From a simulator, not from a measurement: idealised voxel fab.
Process module heading - voxel double patterning
Cross-section cut spans 215 nm and uses square cells 5 nm in size.
Square cells in a grid make up a cross-section in this document, and the grid is given as bands, listed from the top down, each one or more rows of cells. Top height, bottom height, nm. Materials left to right, width each, nm. Single material + "edge to edge" = fills band edge to edge. "empty" = empty. For the purposes of this specification, 0 denotes the height below which the wafer in its as-received condition is composed wholly of one material, and the lowermost band, lacking a lower limit, extends downward without end, as expressed in "0..down". So if you see something like "30..40" for the width, read it as the top row of the band sitting at the first number and the bottom row at the second, with every row in between moving by the same amount as the last. For the purposes of this document, the phrase "remained the same" attached to a step denotes that no cell within the cross-section was modified by that step. Each empty space that has no open way to the top and spans at least 8 cells appears under "Enclosed internal voids" as width x height at distance, the distance counted from the left edge, all in nm. On each step's line, the part that comes after the settings is the simulator's own comment on the step. overlay nm: on a step with a mask, how far right of its planned place the mask lay; negative means left.
Steps in the process plan
1. RECEIVE: material Si
2. CONFORMAL_DEP: material SiO2, thk nm 5
3. DIRECTIONAL_DEP: material W, thk nm 20
4. DIRECTIONAL_DEP: material SiCN, thk nm 5
5. DIRECTIONAL_DEP: material aC, thk nm 10
6. PATTERN: tone open, mask id FIRST, material resist, width nm 15, pitch nm 50, thk nm 25, overlay nm 0
7. DIRECTIONAL_ETCH: etch materials aC, depth nm 10
8. STRIP: etch materials resist
9. DIRECTIONAL_ETCH: etch materials SiCN, depth nm 5
10. STRIP: etch materials aC
11. MASKED_ETCH: tone open, mask id SECOND, width nm 15, pitch nm 50, etch materials SiCN, depth nm 5, overlay nm 0
12. DIRECTIONAL_ETCH: etch materials W, depth nm 20
13. STRIP: etch materials SiCN
Wafer-to-wafer difference: width nm, step 11. Common start. Plan = first wafer's value.
Cross-section of the first of several received wafers, showing its state after step 1
    0..down = Si edge to edge
    Enclosed internal voids: none
First of several wafers: cross-section at the end of the module, after step 13, its last step
    25..5 = W=50 / empty=15 / W=10 / empty=15 / W=10 / empty=15 / W=10 / empty=15 / W=10 / empty=15 / W=50
    5..0 = SiO2 edge to edge
    0..down = Si edge to edge
    Enclosed internal voids: none
Cross-sectional depiction of the last of several wafers upon completion of the module
    25..5 = W=50 / empty=15 / W=5 / empty=45 / W=5 / empty=45 / W=50
    5..0 = SiO2 edge to edge
    0..down = Si edge to edge
    Enclosed internal voids: none
Basically each wafer gets a line in the table, showing it at the end of the module: material by material, the cells it gained (+) or lost (-) since we got it, then its closed voids
width nm 15, +43 SiO2, +112 W, Enclosed internal voids: none
width nm 20, +43 SiO2, +104 W, Enclosed internal voids: none
width nm 25, +43 SiO2, +96 W, Enclosed internal voids: none
width nm 30, +43 SiO2, +88 W, Enclosed internal voids: none
